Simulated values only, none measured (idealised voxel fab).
The following is a process module called voxel gate over fins.
This is section cut - it's 260 nm across, gridded in 5 nm square cells.
Square cells in a grid make up a cross-section in this document, and the grid is given as bands, listed from the top down, each one or more rows of cells. Within each band entry, the heights of the top and of the bottom of the band appear first, in that order and in nm; the materials of the band then follow from left to right, each with its corresponding width in nm. The designation "throughout" on a single material indicates that it fills the band from edge to edge; the designation "air" indicates empty space. For the purposes of this specification, 0 denotes the height below which the wafer in its as-received condition is composed wholly of one material, and the lowermost band, lacking a lower limit, extends downward without end, as expressed in "0 and below". Width: "30..40" (first number = top row, second number = bottom row, same change from row to row of cells). Step note "nothing different" = no cross-section cell changed. For the entry "Closed void list", the listed items are empty spaces with no open way to the top whose size is 8 cells or more; each item follows the pattern width x height at distance, where distance is from the left edge and all three are in nm. Anything after a step's settings on that line? It's the simulator's own note about the step. overlay nm: step with mask; distance mask lay right of planned place; negative value = left of planned place.
[The planned process steps are enumerated hereunder]
- 1: RECEIVE | material Si
- 2: CONFORMAL_DEP | material SiN | thk nm 5
- 3: MASKED_ETCH | tone cover | mask id FINS | width nm 15 | pitch nm 35 | etch materials SiN | depth nm 5 | overlay nm -15
- 4: MASKED_ETCH | tone cover | mask id FINS | width nm 15 | pitch nm 35 | etch materials Si | depth nm 35 | overlay nm 0
- 5: OXIDIZE | depth nm 5
- 6: FILL_DEP | material SiO2 | thk nm 15
- 7: CMP | height nm 5
- 8: SELECTIVE_ETCH | etch materials SiO2 | depth nm 20
- 9: STRIP | etch materials SiN
- 10: CONFORMAL_DEP | material HfO2 | thk nm 5
- 11: CONFORMAL_DEP | material TiN | thk nm 5
- 12: CONFORMAL_DEP | material TiAl | thk nm 5
- 13: CONFORMAL_DEP | material TiN | thk nm 5
- 14: FILL_DEP | material W | thk nm 15
- 15: CMP | height nm 30
- 16: CONFORMAL_DEP | material SiN | thk nm 10
The plan's step 3 overlay nm is the first wafer's value; the wafers differ in this setting and start identical.
[As received, i.e. after step 1: cross-section through the first of several wafers]
0 and below | Si throughout
Closed void list: none
[First of several wafers: cross-section at the end of the module, after step 16, its last step]
40 down to 30 | SiN throughout
30 down to 20 | W throughout
20 down to 15 | W 75 / TiN 80 / W 105
15 down to 10 | W 75 / TiN 5 / TiAl 70 / TiN 20 / W 90
10 down to 5 | W 75 / TiN 5 / TiAl 5 / TiN 25 / TiAl 10 / TiN 25 / TiAl 20 / TiN 5 / W 90
5 down to 0 | TiN 80 / TiAl 5 / TiN 5 / HfO2 15 / TiN 20 / HfO2 15 / TiN 20 / TiAl 5 / TiN 95
0 down to -5 | TiAl 85 / TiN 5 / HfO2 5 / Si 5 / HfO2 20 / TiN 5 / HfO2 5 / Si 5 / HfO2 20 / TiN 5 / TiAl 100
-5 down to -10 | TiN 90 / HfO2 5 / Si 20 / HfO2 5 / TiN 5 / HfO2 5 / Si 20 / HfO2 5 / TiN 105
-10 down to -15 | HfO2 95 / Si 20 / HfO2 15 / Si 20 / HfO2 110
-15 down to -40 | SiO2 95 / Si 20 / SiO2 15 / Si 20 / SiO2 110
-40 and below | Si throughout
Closed void list: none
[Final wafer of several, shown in cross-section at the end of the module]
40 down to 30 | SiN throughout
30 down to 20 | W throughout
20 down to 15 | W 105 / TiN 80 / W 75
15 down to 10 | W 90 / TiN 20 / TiAl 70 / TiN 5 / W 75
10 down to 5 | W 90 / TiN 5 / TiAl 20 / TiN 25 / TiAl 10 / TiN 25 / TiAl 5 / TiN 5 / W 75
5 down to 0 | TiN 95 / TiAl 5 / TiN 20 / HfO2 15 / TiN 20 / HfO2 15 / TiN 5 / TiAl 5 / TiN 80
0 down to -5 | TiAl 100 / TiN 5 / HfO2 20 / Si 5 / HfO2 5 / TiN 5 / HfO2 20 / Si 5 / HfO2 5 / TiN 5 / TiAl 85
-5 down to -10 | TiN 105 / HfO2 5 / Si 20 / HfO2 5 / TiN 5 / HfO2 5 / Si 20 / HfO2 5 / TiN 90
-10 down to -15 | HfO2 110 / Si 20 / HfO2 15 / Si 20 / HfO2 95
-15 down to -40 | SiO2 110 / Si 20 / SiO2 15 / Si 20 / SiO2 95
-40 and below | Si throughout
Closed void list: none
[Every row in this table is a wafer at the end of the module, and it gives, for each of the materials, the cells that wafer has gained (+) or lost (-) since it was received, then its closed voids]
overlay nm -15, +64 HfO2, -358 Si, +104 SiN, +220 SiO2, +60 TiAl, +120 TiN, +206 W, Closed void list: none
overlay nm -10, +64 HfO2, -372 Si, +104 SiN, +230 SiO2, +60 TiAl, +122 TiN, +208 W, Closed void list: none
overlay nm -5, +64 HfO2, -386 Si, +104 SiN, +240 SiO2, +62 TiAl, +122 TiN, +210 W, Closed void list: none
overlay nm 0, +64 HfO2, -400 Si, +104 SiN, +250 SiO2, +64 TiAl, +122 TiN, +212 W, Closed void list: none
overlay nm 5, +64 HfO2, -386 Si, +104 SiN, +240 SiO2, +62 TiAl, +122 TiN, +210 W, Closed void list: none
overlay nm 10, +64 HfO2, -372 Si, +104 SiN, +230 SiO2, +60 TiAl, +122 TiN, +208 W, Closed void list: none
overlay nm 15, +64 HfO2, -358 Si, +104 SiN, +220 SiO2, +60 TiAl, +120 TiN, +206 W, Closed void list: none
